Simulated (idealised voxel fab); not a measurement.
This section sets out a process module, namely voxel wiring stack.
We display cut, a cross-section 210 nm in width whose square cells are each 5 nm.
Just so we're on the same page, the cross-sections are grids of square cells, and they're listed out in bands top to bottom, each band one or more rows deep.
Heads up on the band format: heights come first, top then bottom, in nm. After that it's the materials left to right, each with its width in nm. A single material flagged "edge to edge" fills the whole band edge to edge, and "air" means there's empty space there.
Heights are expressed relative to 0, this being the level below which the as-received wafer comprises one material exclusively. The lowest band is unbounded in the downward direction and is denoted as in "0 nm and below".
Top row gets the first number, bottom row gets the second, and each row in between changes by the same step: that is how a band width like "30..40" works.
What does "no modifications" mean for a step? It means no cell of the cross-section changed in that step.
"Completely enclosed voids" lists enclosed empty spaces (at least 8 cells, no open path upward to the top), each as width x height at distance from the left edge, in nm.
The remark found on a step's line after its settings is issued by the simulator itself and pertains to that step.
Among the settings permitted on a step's line is "overlay nm"; applied to a step with a mask, it specifies the extent to which the mask lay to the right of its planned position, whereas a negative figure signifies a position to the left.
Planned step list for the process
1,RECEIVE [material Si]
2,CONFORMAL_DEP [material SiO2] [thk nm 10]
3,CONFORMAL_DEP [material SiN] [thk nm 5]
4,DIRECTIONAL_DEP [material lowk] [thk nm 25]
5,DIRECTIONAL_DEP [material aC] [thk nm 15]
6,PATTERN [tone open] [mask id METAL_1] [material resist] [width nm 30] [pitch nm 45] [thk nm 30] [overlay nm 0]
7,DIRECTIONAL_ETCH [etch materials aC] [depth nm 15]
8,STRIP [etch materials resist]
9,DIRECTIONAL_ETCH [etch materials lowk] [depth nm 25]
10,DIRECTIONAL_ETCH [etch materials SiN] [depth nm 5]
11,STRIP [etch materials aC]
12,CONFORMAL_DEP [material TiN] [thk nm 5]
13,FILL_DEP [material Cu] [thk nm 5]
14,CMP [height nm 40]
15,CONFORMAL_DEP [material SiCN] [thk nm 5]
16,DIRECTIONAL_DEP [material lowk] [thk nm 35]
17,DIRECTIONAL_DEP [material aC] [thk nm 15]
18,PATTERN [tone open] [mask id METAL_2_HOLES] [material resist] [width nm 15] [thk nm 35] [overlay nm 0]
19,DIRECTIONAL_ETCH [etch materials aC] [depth nm 15]
20,STRIP [etch materials resist]
21,DIRECTIONAL_ETCH [etch materials lowk] [depth nm 35]
22,STRIP [etch materials aC]
23,DIRECTIONAL_DEP [material aC] [thk nm 15]
24,PATTERN [tone open] [mask id METAL_2] [material resist] [width nm 30] [pitch nm 45] [thk nm 30] [overlay nm 0]
25,DIRECTIONAL_ETCH [etch materials aC] [depth nm 15]
26,STRIP [etch materials resist]
27,DIRECTIONAL_ETCH [etch materials lowk] [depth nm 20]
28,DIRECTIONAL_ETCH [etch materials SiCN] [depth nm 5]
29,STRIP [etch materials aC]
30,CONFORMAL_DEP [material TiN] [thk nm 5]
31,FILL_DEP [material Cu] [thk nm 5]
32,CMP [height nm 80]
33,CONFORMAL_DEP [material SiCN] [thk nm 5]
34,DIRECTIONAL_DEP [material SiO2] [thk nm 15]
35,MASKED_ETCH [tone open] [mask id PLUG_2] [width nm 15] [etch materials SiO2] [depth nm 15] [overlay nm 0]
36,MASKED_ETCH [tone open] [mask id PLUG_2] [width nm 15] [etch materials SiCN] [depth nm 5] [overlay nm 0]
37,EPI [material Ru] [thk nm 10]
38,EPI [material Ru] [thk nm 10]
39,CONFORMAL_DEP [material SiN] [thk nm 5]
40,DIRECTIONAL_DEP [material lowk] [thk nm 20]
41,PATTERN [tone open] [mask id METAL_3] [material resist] [width nm 30] [pitch nm 45] [thk nm 20] [overlay nm 0]
42,DIRECTIONAL_ETCH [etch materials lowk] [depth nm 20]
43,DIRECTIONAL_ETCH [etch materials SiN] [depth nm 5]
44,STRIP [etch materials resist]
45,CONFORMAL_DEP [material TiN] [thk nm 5]
46,FILL_DEP [material W] [thk nm 5]
47,CMP [height nm 125]
48,CONFORMAL_DEP [material SiCN] [thk nm 5]
As-received state of the wafer in cross-section, equivalent to post-step 1
> 0 nm and below: Si edge to edge
> Completely enclosed voids: none
End-of-module cross-section of the first of two wafers, processed as planned
> 130 nm to 125 nm: SiCN edge to edge
> 125 nm to 105 nm: 65 of lowk, then 5 of TiN, then 20 of W, then 5 of TiN, then 15 of lowk, then 5 of TiN, then 20 of W, then 5 of TiN, then 70 of lowk
> 105 nm to 100 nm: 65 of SiN, then 30 of TiN, then 15 of SiN, then 30 of TiN, then 70 of SiN
> 100 nm to 85 nm: 65 of SiO2, then 15 of Ru, then 130 of SiO2
> 85 nm to 80 nm: 65 of SiCN, then 15 of Ru, then 130 of SiCN
> 80 nm to 65 nm: 65 of lowk, then 5 of TiN, then 20 of Cu, then 5 of TiN, then 15 of lowk, then 5 of TiN, then 20 of Cu, then 5 of TiN, then 70 of lowk
> 65 nm to 60 nm: 65 of lowk, then 5 of TiN, then 5 of Cu, then 20 of TiN, then 15 of lowk, then 30 of TiN, then 70 of lowk
> 60 nm to 45 nm: 65 of lowk, then 5 of TiN, then 5 of Cu, then 5 of TiN, then 130 of lowk
> 45 nm to 40 nm: 65 of SiCN, then 15 of TiN, then 130 of SiCN
> 40 nm to 15 nm: 65 of lowk, then 5 of TiN, then 20 of Cu, then 5 of TiN, then 15 of lowk, then 5 of TiN, then 20 of Cu, then 5 of TiN, then 70 of lowk
> 15 nm to 10 nm: 65 of SiN, then 30 of TiN, then 15 of SiN, then 30 of TiN, then 70 of SiN
> 10 nm to 0 nm: SiO2 edge to edge
> 0 nm and below: Si edge to edge
> Completely enclosed voids: none
The second wafer, shown in cross-section after the module: started the same way as the first and given the same plan, yet one mistake crept into how it was run
> 130 nm to 125 nm: SiCN edge to edge
> 125 nm to 105 nm: 65 of lowk, then 5 of TiN, then 20 of W, then 5 of TiN, then 15 of lowk, then 5 of TiN, then 20 of W, then 5 of TiN, then 70 of lowk
> 105 nm to 100 nm: 65 of SiN, then 30 of TiN, then 15 of SiN, then 30 of TiN, then 70 of SiN
> 100 nm to 85 nm: 65 of SiO2, then 15 of Ru, then 130 of SiO2
> 85 nm to 80 nm: 65 of SiCN, then 15 of Ru, then 130 of SiCN
> 80 nm to 65 nm: 65 of lowk, then 5 of TiN, then 20 of Cu, then 5 of TiN, then 15 of lowk, then 5 of TiN, then 20 of Cu, then 5 of TiN, then 70 of lowk
> 65 nm to 60 nm: 65 of lowk, then 5 of TiN, then 5 of Cu, then 20 of TiN, then 15 of lowk, then 30 of TiN, then 70 of lowk
> 60 nm to 45 nm: 65 of lowk, then 5 of TiN, then 5 of Cu, then 5 of TiN, then 130 of lowk
> 45 nm to 40 nm: 65 of SiCN, then 15 of TiN, then 130 of SiCN
> 40 nm to 25 nm: 65 of lowk, then 5 of TiN, then 20 of Cu, then 5 of TiN, then 15 of lowk, then 5 of TiN, then 20 of Cu, then 5 of TiN, then 70 of lowk
> 25 nm to 20 nm: 65 of SiN, then 30 of TiN, then 15 of SiN, then 30 of TiN, then 70 of SiN
> 20 nm to 10 nm: SiN edge to edge
> 10 nm to 0 nm: SiO2 edge to edge
> 0 nm and below: Si edge to edge
> Completely enclosed voids: none
Misprocessing identified: step 3 ran with different settings than intended, the actual operation and settings being CONFORMAL_DEP [material SiN] [thk nm 15]
Final tally in cells, some materials are higher or lower on the second wafer than on the first: -16 Cu; +84 SiN; -8 TiN; -60 lowk
